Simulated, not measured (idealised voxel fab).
This section sets out a process module, namely voxel self aligned contacts.
The figure presents cross-section cut, which has a width of 245 nm and is divided into square cells with an edge length of 5 nm.
A cross-section is written here as square cells arranged in a grid, and it is given in bands from the top down, each band taking up one or more rows of cells.
What a band's entry tells you: where the top is and where the bottom is, as heights in nm, and after that what lies inside, material by material from left to right, each with its width in nm. Empty space is written as the word "air", and a single material marked with the word "all across" occupies the band from edge to edge.
It should be noted that heights are counted from 0, beneath which the wafer as supplied is of one material throughout, and that the lowest band possesses no lower boundary but continues downward, as written in "0 -> down".
Per-row width for "30->40": begins at first number (top row of band), ends at second number (bottom row), increment between rows held constant.
Given "everything unchanged" for a step, no cell of the cross-section differs between before and after that step.
The entry "Enclosed internal cavities" lists the empty spaces that cover at least 8 cells and have no open path to the top. Each is written as width x height at distance, where the distance is measured from the left edge and all three values are in nm.
Step line, after settings: the simulator's comment on this step.
A step's line can hold "overlay nm"; with a mask on that step, the setting says how far right of the planned place the mask lay, while a negative setting says it lay to the left.
## Planned step list for the process
1. op RECEIVE | material Si
2. op OXIDIZE | depth nm 5
3. op DIRECTIONAL_DEP | material polySi | thk nm 30
4. op DIRECTIONAL_DEP | material SiN | thk nm 25
5. op DIRECTIONAL_DEP | material aC | thk nm 10
6. op PATTERN | tone cover | mask id GATE | material resist | width nm 25 | pitch nm 65 | thk nm 25 | overlay nm 0
7. op DIRECTIONAL_ETCH | etch materials aC | depth nm 10
8. op STRIP | etch materials resist
9. op DIRECTIONAL_ETCH | etch materials SiN | depth nm 25
10. op DIRECTIONAL_ETCH | etch materials polySi | depth nm 30
11. op STRIP | etch materials aC
12. op CONFORMAL_DEP | material SiN | thk nm 10
13. op DIRECTIONAL_ETCH | etch materials SiN | depth nm 10
14. op FILL_DEP | material SiO2 | thk nm 20
15. op CMP | height nm 65
16. op PATTERN | tone open | mask id CONTACT | material resist | width nm 50 | thk nm 15 | overlay nm 0
17. op DIRECTIONAL_ETCH | etch materials SiO2 | depth nm 70
18. op STRIP | etch materials resist
19. op CONFORMAL_DEP | material TiN | thk nm 5
20. op FILL_DEP | material W | thk nm 5
21. op CMP | height nm 65
22. op CONFORMAL_DEP | material SiN | thk nm 5
## Cross-section of the wafer as it came to us, i.e., already through step 1
* 0 -> down | Si all across
* Enclosed internal cavities: none
## First of two wafers: cross-section at end of module, run per plan
* 70 -> 65 | SiN all across
* 65 -> 55 | 95 of SiO2, 5->20 of TiN, 40->10 of W, 5->20 of TiN, 100 of SiO2
* 55 -> 30 | 65 of SiO2, 45 of SiN, 5 of TiN, 10 of W, 5 of TiN, 45 of SiN, 70 of SiO2
* 30 -> 0 | 65 of SiO2, 10 of SiN, 25 of polySi, 10 of SiN, 5 of TiN, 10 of W, 5 of TiN, 10 of SiN, 25 of polySi, 10 of SiN, 70 of SiO2
* 0 -> -5 | 110 of SiO2, 20 of TiN, 115 of SiO2
* -5 -> down | Si all across
* Enclosed internal cavities: none
## Second wafer of the two, sectioned at the end of the module. It began like the first and followed the same plan, but one mistake was made while running it
* 70 -> 65 | SiN all across
* 65 -> 55 | 100 of SiO2, 5->15 of TiN, 40->10 of W, 5->25 of TiN, 95 of SiO2
* 55 -> 30 | 65 of SiO2, 45 of SiN, 5 of TiN, 10 of W, 5 of TiN, 45 of SiN, 70 of SiO2
* 30 -> 0 | 65 of SiO2, 10 of SiN, 25 of polySi, 10 of SiN, 5 of TiN, 10 of W, 5 of TiN, 10 of SiN, 25 of polySi, 10 of SiN, 70 of SiO2
* 0 -> -5 | 110 of SiO2, 20 of TiN, 115 of SiO2
* -5 -> down | Si all across
* Enclosed internal cavities: none
Plan not followed: step 16 ran with different settings than intended, the actual operation and settings being op PATTERN | tone open | mask id CONTACT | material resist | width nm 50 | thk nm 15 | overlay nm 5
At the end, the second wafer has the same number of cells of each material as the first, but those cells sit in other places.
